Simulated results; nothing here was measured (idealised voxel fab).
A process module follows: voxel plated lines.
We display cut, a cross-section 185 nm in width whose square cells are each 5 nm.
This document writes a cross-section as a grid whose cells are square, and gives it as bands, listed from the top down; one or more rows of cells form a band.
In this notation a band is specified by the heights of its top and bottom, in that order and in nm, after which its materials appear from left to right, each paired with its width in nm. The word "throughout" attached to a single material means that material fills the band from edge to edge; the word "blank" stands for empty space.
For the purposes of this specification, 0 denotes the height below which the wafer in its as-received condition is composed wholly of one material, and the lowermost band, lacking a lower limit, extends downward without end, as expressed in "0 nm and below".
Note: "30->40" means the width goes from the first number (top row of the band) to the second number (bottom row) in equal steps per row of cells.
The designation "nothing altered", where it is given for a processing step, indicates that no cell of the cross-section was altered in the course of that step.
The entry titled "Sealed-off cavities" provides the empty spaces that have no open way to the top, restricted to those of 8 cells or more. Each is presented as width x height at distance, the distance being measured from the left edge, with all three in nm.
On each step's line, the part that comes after the settings is the simulator's own comment on the step.
overlay nm: mask right of planned place by this much (step with mask). Neg. = left.

List of planned process steps:
1,RECEIVE [material Si]
2,CONFORMAL_DEP [material Al2O3] [thk nm 15]
3,DIRECTIONAL_DEP [material TiN] [thk nm 5]
4,PATTERN [tone open] [mask id LINES] [material resist] [width nm 20] [pitch nm 35] [thk nm 15] [overlay nm 0]
5,EPI [material Ru] [thk nm 5]
6,STRIP [etch materials resist]
7,DIRECTIONAL_ETCH [etch materials TiN] [depth nm 5]
8,CONFORMAL_DEP [material SiO2] [thk nm 5]

The cross-section here shows the wafer as received, i.e. in its state after step 1:
  0 nm and below  Si throughout
  Sealed-off cavities: none

Cross-sectional image of the first of two wafers at the end of the module, the run having proceeded as planned:
  30 nm to 25 nm  blank: 40, then SiO2: 30, then blank: 5, then SiO2: 30, then blank: 5, then SiO2: 30, then blank: 45
  25 nm to 20 nm  blank: 40, then SiO2: 5, then Ru: 20, then SiO2: 5, then blank: 5, then SiO2: 5, then Ru: 20, then SiO2: 5, then blank: 5, then SiO2: 5, then Ru: 20, then SiO2: 5, then blank: 45
  20 nm to 15 nm  SiO2: 45, then TiN: 20, then SiO2: 15, then TiN: 20, then SiO2: 15, then TiN: 20, then SiO2: 50
  15 nm to 0 nm  Al2O3 throughout
  0 nm and below  Si throughout
  Sealed-off cavities: none

Wafer two, end of module, cross-section. Same start, same plan as wafer one. One mistake in the run:
  45 nm to 40 nm  blank: 40, then SiO2: 30, then blank: 5, then SiO2: 30, then blank: 5, then SiO2: 30, then blank: 45
  40 nm to 35 nm  blank: 40, then SiO2: 5, then Ru: 20, then SiO2: 5, then blank: 5, then SiO2: 5, then Ru: 20, then SiO2: 5, then blank: 5, then SiO2: 5, then Ru: 20, then SiO2: 5, then blank: 45
  35 nm to 30 nm  SiO2: 45, then TiN: 20, then SiO2: 15, then TiN: 20, then SiO2: 15, then TiN: 20, then SiO2: 50
  30 nm to 0 nm  Al2O3 throughout
  0 nm and below  Si throughout
  Sealed-off cavities: none
Nonconformance to the process plan: step 2 of the plan was carried out twice
Materials where the second wafer ends with more or fewer cells than the first: Al2O3 +111
